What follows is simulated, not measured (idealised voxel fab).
The following is a process module called voxel transistor to metal.
Xsec cut, 175 nm wide, square cell size 5 nm.
If you're reading a cross-section in this doc, picture square cells in a grid; it comes to you as bands, top ones listed first down to the bottom, and a band can be one or more rows of cells. Each band's line starts with the height of the band's top and of its bottom, in nm. Then come its materials from left to right, each with its width in nm. One material with "edge to edge" fills the band from edge to edge. "empty" is empty space. For the purposes of this specification, 0 denotes the height below which the wafer in its as-received condition is composed wholly of one material, and the lowermost band, lacking a lower limit, extends downward without end, as expressed in "from 0 down". A width given as "30 to 40" starts at the first number in the band's top row and ends at the second number in its bottom row, shifting by an equal amount at every step from row to row. You'll sometimes find "remained the same" written for a step, and that's the way of saying that nowhere in the cross-section did a cell change during that step. Entry "Voids, sealed" = empty spaces >= 8 cells with no open way to the top; each as width x height at distance, distance from left edge, all nm. Whatever follows a step's settings on its line is a remark the simulator itself makes about that step. overlay nm: for a step with a mask, the amount by which the mask lay right of where it was planned; a negative amount means left of it. Each pair below shows a cross-section before one step and the cross-section after it, down to the lowest band that changed. The line under each pair gives the step between them, with its settings. The pairs can come from different runs of this module on the same starting wafer, so a pair continues from the pair above only where its "State before step" says so.

[State before step]
* from 75 to 60 | SiO2 40 nm | empty 20 nm | SiO2 55 nm | empty 20 nm | SiO2 40 nm
* from 60 to 50 | SiO2 40 nm | empty 15 nm | SiO2 60 nm | empty 15 nm | SiO2 45 nm
* from 50 to 45 | SiCN 40 nm | empty 15 nm | SiCN 60 nm | empty 15 nm | SiCN 45 nm
* from 45 to 30 | SiO2 40 nm | W 20 nm | SiO2 55 nm | W 20 nm | SiO2 40 nm
* from 30 to 25 | SiO2 40 nm | TiN 20 nm | SiO2 55 nm | TiN 20 nm | SiO2 40 nm
* from 25 to 10 | SiO2 40 nm | TiN 5 nm | W 10 nm | TiN 5 nm | SiO2 55 nm | TiN 5 nm | W 10 nm | TiN 5 nm | SiO2 40 nm
* from 10 to 5 | SiO2 40 nm | TiN 20 nm | SiN 10 nm | HfO2 5 nm | TiN 5 nm | W 15 nm | TiN 5 nm | HfO2 5 nm | SiN 10 nm | TiN 20 nm | SiO2 40 nm
* from 5 to 0 | SiO2 40 nm | nSi 20 nm | SiN 10 nm | HfO2 5 nm | TiN 5 nm | W 15 nm | TiN 5 nm | HfO2 5 nm | SiN 10 nm | nSi 20 nm | SiO2 40 nm
* from 0 to -5 | SiO2 35 nm | SiN 10 nm | nSi 15 nm | SiN 10 nm | HfO2 5 nm | TiN 25 nm | HfO2 5 nm | SiN 10 nm | nSi 15 nm | SiN 10 nm | SiO2 35 nm
* from -5 to -10 | SiO2 45 nm | nSi 15 nm | SiO2 10 nm | HfO2 35 nm | SiO2 10 nm | nSi 15 nm | SiO2 45 nm
* from -10 to -25 | SiO2 40 nm | Si 5 nm | nSi 15 nm | Si 55 nm | nSi 15 nm | Si 5 nm | SiO2 40 nm
* from -25 to -35 | SiO2 40 nm | Si 95 nm | SiO2 40 nm
* from -35 down | Si edge to edge
* Voids, sealed: none

[State After Step]
* from 80 to 75 | TiN 45 nm | empty 10 nm | TiN 65 nm | empty 10 nm | TiN 45 nm
* from 75 to 65 | SiO2 40 nm | TiN 5 nm | empty 10 nm | TiN 5 nm | SiO2 55 nm | TiN 5 nm | empty 10 nm | TiN 5 nm | SiO2 40 nm
* from 65 to 60 | SiO2 40 nm | TiN 5 nm | empty 5 nm | TiN 10 nm | SiO2 55 nm | TiN 5 nm | empty 5 nm | TiN 10 nm | SiO2 40 nm
* from 60 to 50 | SiO2 40 nm | TiN 5 nm | empty 5 nm | TiN 5 nm | SiO2 60 nm | TiN 5 nm | empty 5 nm | TiN 5 nm | SiO2 45 nm
* from 50 to 45 | SiCN 40 nm | TiN 15 nm | SiCN 60 nm | TiN 15 nm | SiCN 45 nm
* below 45: unchanged
* Voids, sealed: none
The step carried out between the cross-section before it and the cross-section after it, both shown above, is CONFORMAL_DEP [material TiN] [thk nm 5]

State before step: per the after cross-section of the pair just above.

[State After Step]
* from 85 to 80 | Cu edge to edge
* from 80 to 75 | TiN 45 nm | Cu 10 nm | TiN 65 nm | Cu 10 nm | TiN 45 nm
* from 75 to 65 | SiO2 40 nm | TiN 5 nm | Cu 10 nm | TiN 5 nm | SiO2 55 nm | TiN 5 nm | Cu 10 nm | TiN 5 nm | SiO2 40 nm
* from 65 to 60 | SiO2 40 nm | TiN 5 nm | Cu 5 nm | TiN 10 nm | SiO2 55 nm | TiN 5 nm | Cu 5 nm | TiN 10 nm | SiO2 40 nm
* from 60 to 50 | SiO2 40 nm | TiN 5 nm | Cu 5 nm | TiN 5 nm | SiO2 60 nm | TiN 5 nm | Cu 5 nm | TiN 5 nm | SiO2 45 nm
* below 50: unchanged
* Voids, sealed: none
The step carried out between the cross-section before it and the cross-section after it, both shown above, is FILL_DEP [material Cu] [thk nm 5]

State before step: per the after cross-section of the pair just above.

[State After Step]
* from 75 to 65 | SiO2 40 nm | TiN 5 nm | Cu 10 nm | TiN 5 nm | SiO2 55 nm | TiN 5 nm | Cu 10 nm | TiN 5 nm | SiO2 40 nm
* below 65: unchanged
* Voids, sealed: none
The step carried out between the cross-section before it and the cross-section after it, both shown above, is CMP [height nm 75]

State before step: per the after cross-section of the pair just above.

[State After Step]
* from 80 to 75 | SiN edge to edge
* below 75: unchanged
* Voids, sealed: none
The step carried out between the cross-section before it and the cross-section after it, both shown above, is CONFORMAL_DEP [material SiN] [thk nm 5]

[State before step]
* from 40 to 30 | W edge to edge
* from 30 to 25 | TiN 45 nm | W 10 nm | TiN 65 nm | W 10 nm | TiN 45 nm
* from 25 to 10 | SiO2 40 nm | TiN 5 nm | W 10 nm | TiN 5 nm | SiO2 55 nm | TiN 5 nm | W 10 nm | TiN 5 nm | SiO2 40 nm
* from 10 to 5 | SiO2 40 nm | TiN 20 nm | SiN 10 nm | HfO2 5 nm | TiN 5 nm | W 15 nm | TiN 5 nm | HfO2 5 nm | SiN 10 nm | TiN 20 nm | SiO2 40 nm
* from 5 to 0 | SiO2 40 nm | nSi 20 nm | SiN 10 nm | HfO2 5 nm | TiN 5 nm | W 15 nm | TiN 5 nm | HfO2 5 nm | SiN 10 nm | nSi 20 nm | SiO2 40 nm
* from 0 to -5 | SiO2 35 nm | SiN 10 nm | nSi 15 nm | SiN 10 nm | HfO2 5 nm | TiN 25 nm | HfO2 5 nm | SiN 10 nm | nSi 15 nm | SiN 10 nm | SiO2 35 nm
* from -5 to -10 | SiO2 45 nm | nSi 15 nm | SiO2 10 nm | HfO2 35 nm | SiO2 10 nm | nSi 15 nm | SiO2 45 nm
* from -10 to -25 | SiO2 40 nm | Si 5 nm | nSi 15 nm | Si 55 nm | nSi 15 nm | Si 5 nm | SiO2 40 nm
* from -25 to -35 | SiO2 40 nm | Si 95 nm | SiO2 40 nm
* from -35 down | Si edge to edge
* Voids, sealed: none

[State After Step]
* from 45 to 40 | TiN edge to edge
* below 40: unchanged
* Voids, sealed: none
The step carried out between the cross-section before it and the cross-section after it, both shown above, is DIRECTIONAL_DEP [material TiN] [thk nm 5]

State before step: per the after cross-section of the pair just above.

[State After Step]
* from 60 to 45 | W edge to edge
* below 45: unchanged
* Voids, sealed: none
The step carried out between the cross-section before it and the cross-section after it, both shown above, is DIRECTIONAL_DEP [material W] [thk nm 15]

State before step: per the after cross-section of the pair just above.

[State After Step]
* from 80 to 60 | empty 40 nm | resist 20 nm | empty 55 nm | resist 20 nm | empty 40 nm
* below 60: unchanged
* Voids, sealed: none
The step carried out between the cross-section before it and the cross-section after it, both shown above, is PATTERN [tone cover] [mask id METAL_1] [material resist] [width nm 20] [pitch nm 75] [thk nm 20] [overlay nm 0]

State before step: per the after cross-section of the pair just above.

[State After Step]
* from 80 to 60 | empty 40 nm | resist 20 nm | empty 55 nm | resist 20 nm | empty 40 nm
* from 60 to 45 | empty 40 nm | W 20 nm | empty 55 nm | W 20 nm | empty 40 nm
* below 45: unchanged
* Voids, sealed: none
The step carried out between the cross-section before it and the cross-section after it, both shown above, is DIRECTIONAL_ETCH [etch materials W] [depth nm 15]

State before step: per the after cross-section of the pair just above.

[State After Step]
* from 80 to 60 | empty 40 nm | resist 20 nm | empty 55 nm | resist 20 nm | empty 40 nm
* from 60 to 45 | empty 40 nm | W 20 nm | empty 55 nm | W 20 nm | empty 40 nm
* from 45 to 40 | empty 40 nm | TiN 20 nm | empty 55 nm | TiN 20 nm | empty 40 nm
* below 40: unchanged
* Voids, sealed: none
The step carried out between the cross-section before it and the cross-section after it, both shown above, is DIRECTIONAL_ETCH [etch materials TiN] [depth nm 5]

State before step: per the after cross-section of the pair just above.

[State After Step]
* from 60 to 45 | empty 40 nm | W 20 nm | empty 55 nm | W 20 nm | empty 40 nm
* below 45: unchanged
* Voids, sealed: none
The step carried out between the cross-section before it and the cross-section after it, both shown above, is STRIP [etch materials resist]

State before step: per the after cross-section of the pair just above.

[State After Step]
* from 70 to 60 | SiO2 edge to edge
* from 60 to 45 | SiO2 40 nm | W 20 nm | SiO2 55 nm | W 20 nm | SiO2 40 nm
* from 45 to 40 | SiO2 40 nm | TiN 20 nm | SiO2 55 nm | TiN 20 nm | SiO2 40 nm
* below 40: unchanged
* Voids, sealed: none
The step carried out between the cross-section before it and the cross-section after it, both shown above, is FILL_DEP [material SiO2] [thk nm 10]

State before step: per the after cross-section of the pair just above.

[State After Step]
* from 45 to 40 | SiO2 40 nm | TiN 20 nm | SiO2 55 nm | TiN 20 nm | SiO2 40 nm
* below 40: unchanged
* Voids, sealed: none
The step carried out between the cross-section before it and the cross-section after it, both shown above, is CMP [height nm 45]

State before step: per the after cross-section of the pair just above.

[State After Step]
* from 50 to 45 | SiCN edge to edge
* below 45: unchanged
* Voids, sealed: none
The step carried out between the cross-section before it and the cross-section after it, both shown above, is CONFORMAL_DEP [material SiCN] [thk nm 5]

State before step: per the after cross-section of the pair just above.

[State After Step]
* from 75 to 50 | SiO2 edge to edge
* below 50: unchanged
* Voids, sealed: none
The step carried out between the cross-section before it and the cross-section after it, both shown above, is DIRECTIONAL_DEP [material SiO2] [thk nm 25]

State before step: per the after cross-section of the pair just above.

[State After Step]
* from 75 to 60 | SiO2 40 nm | empty 20 nm | SiO2 55 nm | empty 20 nm | SiO2 40 nm
* below 60: unchanged
* Voids, sealed: none
The step carried out between the cross-section before it and the cross-section after it, both shown above, is MASKED_ETCH [tone open] [mask id METAL_2] [width nm 20] [pitch nm 75] [etch materials SiO2] [depth nm 15] [overlay nm 0]

State before step: per the after cross-section of the pair just above.

[State After Step]
* from 75 to 60 | SiO2 40 nm | empty 20 nm | SiO2 55 nm | empty 20 nm | SiO2 40 nm
* from 60 to 50 | SiO2 40 nm | empty 15 nm | SiO2 60 nm | empty 15 nm | SiO2 45 nm
* below 50: unchanged
* Voids, sealed: none
The step carried out between the cross-section before it and the cross-section after it, both shown above, is MASKED_ETCH [tone open] [mask id METAL_2_HOLES] [width nm 15] [pitch nm 75] [etch materials SiO2] [depth nm 10] [overlay nm 0]

State before step: per the after cross-section of the pair just above.

[State After Step]
* from 75 to 60 | SiO2 40 nm | empty 20 nm | SiO2 55 nm | empty 20 nm | SiO2 40 nm
* from 60 to 50 | SiO2 40 nm | empty 15 nm | SiO2 60 nm | empty 15 nm | SiO2 45 nm
* from 50 to 45 | SiCN 40 nm | empty 15 nm | SiCN 60 nm | empty 15 nm | SiCN 45 nm
* below 45: unchanged
* Voids, sealed: none
The step carried out between the cross-section before it and the cross-section after it, both shown above, is MASKED_ETCH [tone open] [mask id METAL_2_HOLES] [width nm 15] [pitch nm 75] [etch materials SiCN] [depth nm 5] [overlay nm 0]

State before step: per the after cross-section of the pair just above.

[State After Step]
* from 80 to 75 | TiN 45 nm | empty 10 nm | TiN 65 nm | empty 10 nm | TiN 45 nm
* from 75 to 65 | SiO2 40 nm | TiN 5 nm | empty 10 nm | TiN 5 nm | SiO2 55 nm | TiN 5 nm | empty 10 nm | TiN 5 nm | SiO2 40 nm
* from 65 to 60 | SiO2 40 nm | TiN 5 nm | empty 5 nm | TiN 10 nm | SiO2 55 nm | TiN 5 nm | empty 5 nm | TiN 10 nm | SiO2 40 nm
* from 60 to 50 | SiO2 40 nm | TiN 5 nm | empty 5 nm | TiN 5 nm | SiO2 60 nm | TiN 5 nm | empty 5 nm | TiN 5 nm | SiO2 45 nm
* from 50 to 45 | SiCN 40 nm | TiN 15 nm | SiCN 60 nm | TiN 15 nm | SiCN 45 nm
* below 45: unchanged
* Voids, sealed: none
The step carried out between the cross-section before it and the cross-section after it, both shown above, is CONFORMAL_DEP [material TiN] [thk nm 5]

State before step: per the after cross-section of the pair just above.

[State After Step]
* from 85 to 80 | Cu edge to edge
* from 80 to 75 | TiN 45 nm | Cu 10 nm | TiN 65 nm | Cu 10 nm | TiN 45 nm
* from 75 to 65 | SiO2 40 nm | TiN 5 nm | Cu 10 nm | TiN 5 nm | SiO2 55 nm | TiN 5 nm | Cu 10 nm | TiN 5 nm | SiO2 40 nm
* from 65 to 60 | SiO2 40 nm | TiN 5 nm | Cu 5 nm | TiN 10 nm | SiO2 55 nm | TiN 5 nm | Cu 5 nm | TiN 10 nm | SiO2 40 nm
* from 60 to 50 | SiO2 40 nm | TiN 5 nm | Cu 5 nm | TiN 5 nm | SiO2 60 nm | TiN 5 nm | Cu 5 nm | TiN 5 nm | SiO2 45 nm
* below 50: unchanged
* Voids, sealed: none
The step carried out between the cross-section before it and the cross-section after it, both shown above, is FILL_DEP [material Cu] [thk nm 5]

State before step: per the after cross-section of the pair just above.

[State After Step]
* from 75 to 65 | SiO2 40 nm | TiN 5 nm | Cu 10 nm | TiN 5 nm | SiO2 55 nm | TiN 5 nm | Cu 10 nm | TiN 5 nm | SiO2 40 nm
* below 65: unchanged
* Voids, sealed: none
The step carried out between the cross-section before it and the cross-section after it, both shown above, is CMP [height nm 75]

State before step: per the after cross-section of the pair just above.

[State After Step]
* from 80 to 75 | SiN edge to edge
* below 75: unchanged
* Voids, sealed: none
The step carried out between the cross-section before it and the cross-section after it, both shown above, is CONFORMAL_DEP [material SiN] [thk nm 5]

[State before step]
* from 25 to 10 | SiO2 edge to edge
* from 10 to 5 | SiO2 60 nm | SiN 10 nm | HfO2 5 nm | TiN 5 nm | W 15 nm | TiN 5 nm | HfO2 5 nm | SiN 10 nm | SiO2 60 nm
* from 5 to 0 | SiO2 40 nm | nSi 20 nm | SiN 10 nm | HfO2 5 nm | TiN 5 nm | W 15 nm | TiN 5 nm | HfO2 5 nm | SiN 10 nm | nSi 20 nm | SiO2 40 nm
* from 0 to -5 | SiO2 35 nm | SiN 10 nm | nSi 15 nm | SiN 10 nm | HfO2 5 nm | TiN 25 nm | HfO2 5 nm | SiN 10 nm | nSi 15 nm | SiN 10 nm | SiO2 35 nm
* from -5 to -10 | SiO2 45 nm | nSi 15 nm | SiO2 10 nm | HfO2 35 nm | SiO2 10 nm | nSi 15 nm | SiO2 45 nm
* from -10 to -25 | SiO2 40 nm | Si 5 nm | nSi 15 nm | Si 55 nm | nSi 15 nm | Si 5 nm | SiO2 40 nm
* from -25 to -35 | SiO2 40 nm | Si 95 nm | SiO2 40 nm
* from -35 down | Si edge to edge
* Voids, sealed: none

[State After Step]
* from 40 to 10 | SiO2 edge to edge
* below 10: unchanged
* Voids, sealed: none
The step carried out between the cross-section before it and the cross-section after it, both shown above, is DIRECTIONAL_DEP [material SiO2] [thk nm 15]

State before step: per the after cross-section of the pair just above.

[State After Step]
* from 50 to 40 | aC edge to edge
* below 40: unchanged
* Voids, sealed: none
The step carried out between the cross-section before it and the cross-section after it, both shown above, is DIRECTIONAL_DEP [material aC] [thk nm 10]

State before step: per the after cross-section of the pair just above.

[State After Step]
* from 80 to 50 | resist 40 nm | empty 20 nm | resist 55 nm | empty 20 nm | resist 40 nm
* below 50: unchanged
* Voids, sealed: none
The step carried out between the cross-section before it and the cross-section after it, both shown above, is PATTERN [tone open] [mask id CONTACT] [material resist] [width nm 20] [pitch nm 75] [thk nm 30] [overlay nm 0]

State before step: per the after cross-section of the pair just above.

[State After Step]
* from 70 to 50 | resist 40 nm | empty 20 nm | resist 55 nm | empty 20 nm | resist 40 nm
* from 50 to 40 | aC 40 nm | empty 20 nm | aC 55 nm | empty 20 nm | aC 40 nm
* below 40: unchanged
* Voids, sealed: none
The step carried out between the cross-section before it and the cross-section after it, both shown above, is DIRECTIONAL_ETCH [etch materials aC] [depth nm 10]

State before step: per the after cross-section of the pair just above.

[State After Step]
* from 50 to 40 | aC 40 nm | empty 20 nm | aC 55 nm | empty 20 nm | aC 40 nm
* below 40: unchanged
* Voids, sealed: none
The step carried out between the cross-section before it and the cross-section after it, both shown above, is STRIP [etch materials resist]

State before step: per the after cross-section of the pair just above.

[State After Step]
* from 50 to 40 | aC 40 nm | empty 20 nm | aC 55 nm | empty 20 nm | aC 40 nm
* from 40 to 20 | SiO2 40 nm | empty 20 nm | SiO2 55 nm | empty 20 nm | SiO2 40 nm
* below 20: unchanged
* Voids, sealed: none
The step carried out between the cross-section before it and the cross-section after it, both shown above, is DIRECTIONAL_ETCH [etch materials SiO2] [depth nm 20]

State before step: per the after cross-section of the pair just above.

[State After Step]
* from 40 to 20 | SiO2 40 nm | empty 20 nm | SiO2 55 nm | empty 20 nm | SiO2 40 nm
* below 20: unchanged
* Voids, sealed: none
The step carried out between the cross-section before it and the cross-section after it, both shown above, is STRIP [etch materials aC]

State before step: per the after cross-section of the pair just above.

[State After Step]
* from 45 to 40 | TiN 45 nm | empty 10 nm | TiN 65 nm | empty 10 nm | TiN 45 nm
* from 40 to 25 | SiO2 40 nm | TiN 5 nm | empty 10 nm | TiN 5 nm | SiO2 55 nm | TiN 5 nm | empty 10 nm | TiN 5 nm | SiO2 40 nm
* from 25 to 20 | SiO2 40 nm | TiN 20 nm | SiO2 55 nm | TiN 20 nm | SiO2 40 nm
* below 20: unchanged
* Voids, sealed: none
The step carried out between the cross-section before it and the cross-section after it, both shown above, is CONFORMAL_DEP [material TiN] [thk nm 5]

State before step: per the after cross-section of the pair just above.

[State After Step]
* from 55 to 45 | W edge to edge
* from 45 to 40 | TiN 45 nm | W 10 nm | TiN 65 nm | W 10 nm | TiN 45 nm
* from 40 to 25 | SiO2 40 nm | TiN 5 nm | W 10 nm | TiN 5 nm | SiO2 55 nm | TiN 5 nm | W 10 nm | TiN 5 nm | SiO2 40 nm
* below 25: unchanged
* Voids, sealed: none
The step carried out between the cross-section before it and the cross-section after it, both shown above, is FILL_DEP [material W] [thk nm 10]

State before step: per the after cross-section of the pair just above.

[State After Step]
* from 25 to 20 | SiO2 40 nm | TiN 20 nm | SiO2 55 nm | TiN 20 nm | SiO2 40 nm
* below 20: unchanged
* Voids, sealed: none
The step carried out between the cross-section before it and the cross-section after it, both shown above, is CMP [height nm 25]

State before step: per the after cross-section of the pair just above.

[State After Step]
* from 30 to 25 | TiN edge to edge
* below 25: unchanged
* Voids, sealed: none
The step carried out between the cross-section before it and the cross-section after it, both shown above, is DIRECTIONAL_DEP [material TiN] [thk nm 5]

State before step: per the after cross-section of the pair just above.

[State After Step]
* from 45 to 30 | W edge to edge
* below 30: unchanged
* Voids, sealed: none
The step carried out between the cross-section before it and the cross-section after it, both shown above, is DIRECTIONAL_DEP [material W] [thk nm 15]

State before step: per the after cross-section of the pair just above.

[State After Step]
* from 65 to 45 | empty 40 nm | resist 20 nm | empty 55 nm | resist 20 nm | empty 40 nm
* below 45: unchanged
* Voids, sealed: none
The step carried out between the cross-section before it and the cross-section after it, both shown above, is PATTERN [tone cover] [mask id METAL_1] [material resist] [width nm 20] [pitch nm 75] [thk nm 20] [overlay nm 0]

State before step: per the after cross-section of the pair just above.

[State After Step]
* from 65 to 45 | empty 40 nm | resist 20 nm | empty 55 nm | resist 20 nm | empty 40 nm
* from 45 to 30 | empty 40 nm | W 20 nm | empty 55 nm | W 20 nm | empty 40 nm
* below 30: unchanged
* Voids, sealed: none
The step carried out between the cross-section before it and the cross-section after it, both shown above, is DIRECTIONAL_ETCH [etch materials W] [depth nm 15]

State before step: per the after cross-section of the pair just above.

[State After Step]
* from 65 to 45 | empty 40 nm | resist 20 nm | empty 55 nm | resist 20 nm | empty 40 nm
* from 45 to 30 | empty 40 nm | W 20 nm | empty 55 nm | W 20 nm | empty 40 nm
* from 30 to 25 | empty 40 nm | TiN 20 nm | empty 55 nm | TiN 20 nm | empty 40 nm
* below 25: unchanged
* Voids, sealed: none
The step carried out between the cross-section before it and the cross-section after it, both shown above, is DIRECTIONAL_ETCH [etch materials TiN] [depth nm 5]

State before step: per the after cross-section of the pair just above.

[State After Step]
* from 45 to 30 | empty 40 nm | W 20 nm | empty 55 nm | W 20 nm | empty 40 nm
* below 30: unchanged
* Voids, sealed: none
The step carried out between the cross-section before it and the cross-section after it, both shown above, is STRIP [etch materials resist]

State before step: per the after cross-section of the pair just above.

[State After Step]
* from 55 to 45 | SiO2 edge to edge
* from 45 to 30 | SiO2 40 nm | W 20 nm | SiO2 55 nm | W 20 nm | SiO2 40 nm
* from 30 to 20 | SiO2 40 nm | TiN 20 nm | SiO2 55 nm | TiN 20 nm | SiO2 40 nm
* below 20: unchanged
* Voids, sealed: none
The step carried out between the cross-section before it and the cross-section after it, both shown above, is FILL_DEP [material SiO2] [thk nm 10]

State before step: per the after cross-section of the pair just above.

[State After Step]
* from 45 to 30 | SiO2 40 nm | W 20 nm | SiO2 55 nm | W 20 nm | SiO2 40 nm
* below 30: unchanged
* Voids, sealed: none
The step carried out between the cross-section before it and the cross-section after it, both shown above, is CMP [height nm 45]

State before step: per the after cross-section of the pair just above.

[State After Step]
* from 50 to 45 | SiCN edge to edge
* below 45: unchanged
* Voids, sealed: none
The step carried out between the cross-section before it and the cross-section after it, both shown above, is CONFORMAL_DEP [material SiCN] [thk nm 5]

State before step: per the after cross-section of the pair just above.

[State After Step]
* from 75 to 50 | SiO2 edge to edge
* below 50: unchanged
* Voids, sealed: none
The step carried out between the cross-section before it and the cross-section after it, both shown above, is DIRECTIONAL_DEP [material SiO2] [thk nm 25]

State before step: per the after cross-section of the pair just above.

[State After Step]
* from 75 to 60 | SiO2 40 nm | empty 20 nm | SiO2 55 nm | empty 20 nm | SiO2 40 nm
* below 60: unchanged
* Voids, sealed: none
The step carried out between the cross-section before it and the cross-section after it, both shown above, is MASKED_ETCH [tone open] [mask id METAL_2] [width nm 20] [pitch nm 75] [etch materials SiO2] [depth nm 15] [overlay nm 0]

State before step: per the after cross-section of the pair just above.

[State After Step]
* from 75 to 60 | SiO2 40 nm | empty 20 nm | SiO2 55 nm | empty 20 nm | SiO2 40 nm
* from 60 to 50 | SiO2 40 nm | empty 15 nm | SiO2 60 nm | empty 15 nm | SiO2 45 nm
* below 50: unchanged
* Voids, sealed: none
The step carried out between the cross-section before it and the cross-section after it, both shown above, is MASKED_ETCH [tone open] [mask id METAL_2_HOLES] [width nm 15] [pitch nm 75] [etch materials SiO2] [depth nm 10] [overlay nm 0]

State before step: per the after cross-section of the pair just above.

[State After Step]
* from 75 to 60 | SiO2 40 nm | empty 20 nm | SiO2 55 nm | empty 20 nm | SiO2 40 nm
* from 60 to 50 | SiO2 40 nm | empty 15 nm | SiO2 60 nm | empty 15 nm | SiO2 45 nm
* from 50 to 45 | SiCN 40 nm | empty 15 nm | SiCN 60 nm | empty 15 nm | SiCN 45 nm
* below 45: unchanged
* Voids, sealed: none
The step carried out between the cross-section before it and the cross-section after it, both shown above, is MASKED_ETCH [tone open] [mask id METAL_2_HOLES] [width nm 15] [pitch nm 75] [etch materials SiCN] [depth nm 5] [overlay nm 0]

State before step: per the after cross-section of the pair just above.

[State After Step]
* from 80 to 75 | TiN 45 nm | empty 10 nm | TiN 65 nm | empty 10 nm | TiN 45 nm
* from 75 to 65 | SiO2 40 nm | TiN 5 nm | empty 10 nm | TiN 5 nm | SiO2 55 nm | TiN 5 nm | empty 10 nm | TiN 5 nm | SiO2 40 nm
* from 65 to 60 | SiO2 40 nm | TiN 5 nm | empty 5 nm | TiN 10 nm | SiO2 55 nm | TiN 5 nm | empty 5 nm | TiN 10 nm | SiO2 40 nm
* from 60 to 50 | SiO2 40 nm | TiN 5 nm | empty 5 nm | TiN 5 nm | SiO2 60 nm | TiN 5 nm | empty 5 nm | TiN 5 nm | SiO2 45 nm
* from 50 to 45 | SiCN 40 nm | TiN 15 nm | SiCN 60 nm | TiN 15 nm | SiCN 45 nm
* below 45: unchanged
* Voids, sealed: none
The step carried out between the cross-section before it and the cross-section after it, both shown above, is CONFORMAL_DEP [material TiN] [thk nm 5]

State before step: per the after cross-section of the pair just above.

[State After Step]
* from 85 to 80 | Cu edge to edge
* from 80 to 75 | TiN 45 nm | Cu 10 nm | TiN 65 nm | Cu 10 nm | TiN 45 nm
* from 75 to 65 | SiO2 40 nm | TiN 5 nm | Cu 10 nm | TiN 5 nm | SiO2 55 nm | TiN 5 nm | Cu 10 nm | TiN 5 nm | SiO2 40 nm
* from 65 to 60 | SiO2 40 nm | TiN 5 nm | Cu 5 nm | TiN 10 nm | SiO2 55 nm | TiN 5 nm | Cu 5 nm | TiN 10 nm | SiO2 40 nm
* from 60 to 50 | SiO2 40 nm | TiN 5 nm | Cu 5 nm | TiN 5 nm | SiO2 60 nm | TiN 5 nm | Cu 5 nm | TiN 5 nm | SiO2 45 nm
* below 50: unchanged
* Voids, sealed: none
The step carried out between the cross-section before it and the cross-section after it, both shown above, is FILL_DEP [material Cu] [thk nm 5]

State before step: per the after cross-section of the pair just above.

[State After Step]
* from 75 to 65 | SiO2 40 nm | TiN 5 nm | Cu 10 nm | TiN 5 nm | SiO2 55 nm | TiN 5 nm | Cu 10 nm | TiN 5 nm | SiO2 40 nm
* below 65: unchanged
* Voids, sealed: none
The step carried out between the cross-section before it and the cross-section after it, both shown above, is CMP [height nm 75]

State before step: per the after cross-section of the pair just above.

[State After Step]
* from 80 to 75 | SiN edge to edge
* below 75: unchanged
* Voids, sealed: none
The step carried out between the cross-section before it and the cross-section after it, both shown above, is CONFORMAL_DEP [material SiN] [thk nm 5]

[State before step]
* from 10 to 0 | SiO2 35 nm | SiN 105 nm | SiO2 35 nm
* from 0 to -5 | SiO2 edge to edge
* from -5 to -35 | SiO2 40 nm | Si 95 nm | SiO2 40 nm
* from -35 down | Si edge to edge
* Voids, sealed: none

[State After Step]
* from 10 to 0 | SiO2 35 nm | empty 105 nm | SiO2 35 nm
* below 0: unchanged
* Voids, sealed: none
The step carried out between the cross-section before it and the cross-section after it, both shown above, is STRIP [etch materials SiN]

State before step: per the after cross-section of the pair just above.

[State After Step]
* from 5 to -5 | SiO2 30 nm | empty 115 nm | SiO2 30 nm
* below -5: unchanged
* Voids, sealed: none
The step carried out between the cross-section before it and the cross-section after it, both shown above, is SELECTIVE_ETCH [etch materials SiO2] [depth nm 5]

State before step: per the after cross-section of the pair just above.

[State After Step]
* from 0 to -5 | SiO2 25 nm | empty 125 nm | SiO2 25 nm
* from -5 to -10 | SiO2 25 nm | empty 15 nm | Si 95 nm | empty 15 nm | SiO2 25 nm
* below -10: unchanged
* Voids, sealed: none
The step carried out between the cross-section before it and the cross-section after it, both shown above, is SELECTIVE_ETCH [etch materials SiO2] [depth nm 5]

State before step: per the after cross-section of the pair just above.

[State After Step]
* from 0 to -5 | SiO2 25 nm | empty 125 nm | SiO2 25 nm
* from -5 to -10 | SiO2 25 nm | empty 15 nm | SiO2 95 nm | empty 15 nm | SiO2 25 nm
* from -10 to -15 | SiO2 45 nm | Si 85 nm | SiO2 45 nm
* below -15: unchanged
* Voids, sealed: none
The step carried out between the cross-section before it and the cross-section after it, both shown above, is OXIDIZE [depth nm 5]

State before step: per the after cross-section of the pair just above.

[State After Step]
* from 20 to 15 | polySi 25 nm | empty 125 nm | polySi 25 nm
* from 15 to 10 | polySi 25 nm | empty 15 nm | polySi 95 nm | empty 15 nm | polySi 25 nm
* from 10 to 0 | polySi edge to edge
* from 0 to -5 | SiO2 25 nm | polySi 125 nm | SiO2 25 nm
* from -5 to -10 | SiO2 25 nm | polySi 15 nm | SiO2 95 nm | polySi 15 nm | SiO2 25 nm
* below -10: unchanged
* Voids, sealed: none
The step carried out between the cross-section before it and the cross-section after it, both shown above, is DIRECTIONAL_DEP [material polySi] [thk nm 20]

State before step: per the after cross-section of the pair just above.

[State After Step]
* from 30 to 25 | SiCN 25 nm | empty 125 nm | SiCN 25 nm
* from 25 to 20 | SiCN 25 nm | empty 15 nm | SiCN 95 nm | empty 15 nm | SiCN 25 nm
* from 20 to 15 | polySi 25 nm | SiCN 125 nm | polySi 25 nm
* from 15 to 10 | polySi 25 nm | SiCN 15 nm | polySi 95 nm | SiCN 15 nm | polySi 25 nm
* below 10: unchanged
* Voids, sealed: none
The step carried out between the cross-section before it and the cross-section after it, both shown above, is DIRECTIONAL_DEP [material SiCN] [thk nm 10]

State before step: per the after cross-section of the pair just above.

[State After Step]
* from 25 to 20 | empty 75 nm | SiCN 25 nm | empty 75 nm
* from 20 to 15 | polySi 25 nm | empty 50 nm | SiCN 25 nm | empty 50 nm | polySi 25 nm
* from 15 to 10 | polySi 25 nm | empty 15 nm | polySi 95 nm | empty 15 nm | polySi 25 nm
* below 10: unchanged
* Voids, sealed: none
The step carried out between the cross-section before it and the cross-section after it, both shown above, is MASKED_ETCH [tone cover] [mask id GATE] [width nm 25] [etch materials SiCN] [depth nm 20] [overlay nm 0]

State before step: per the after cross-section of the pair just above.

[State After Step]
* from 25 to 15 | empty 75 nm | SiCN 25 nm | empty 75 nm
* from 15 to 0 | empty 75 nm | polySi 25 nm | empty 75 nm
* from 0 to -5 | SiO2 25 nm | empty 50 nm | polySi 25 nm | empty 50 nm | SiO2 25 nm
* from -5 to -10 | SiO2 25 nm | empty 15 nm | SiO2 95 nm | empty 15 nm | SiO2 25 nm
* below -10: unchanged
* Voids, sealed: none
The step carried out between the cross-section before it and the cross-section after it, both shown above, is MASKED_ETCH [tone cover] [mask id GATE] [width nm 25] [etch materials polySi] [depth nm 30] [overlay nm 0]
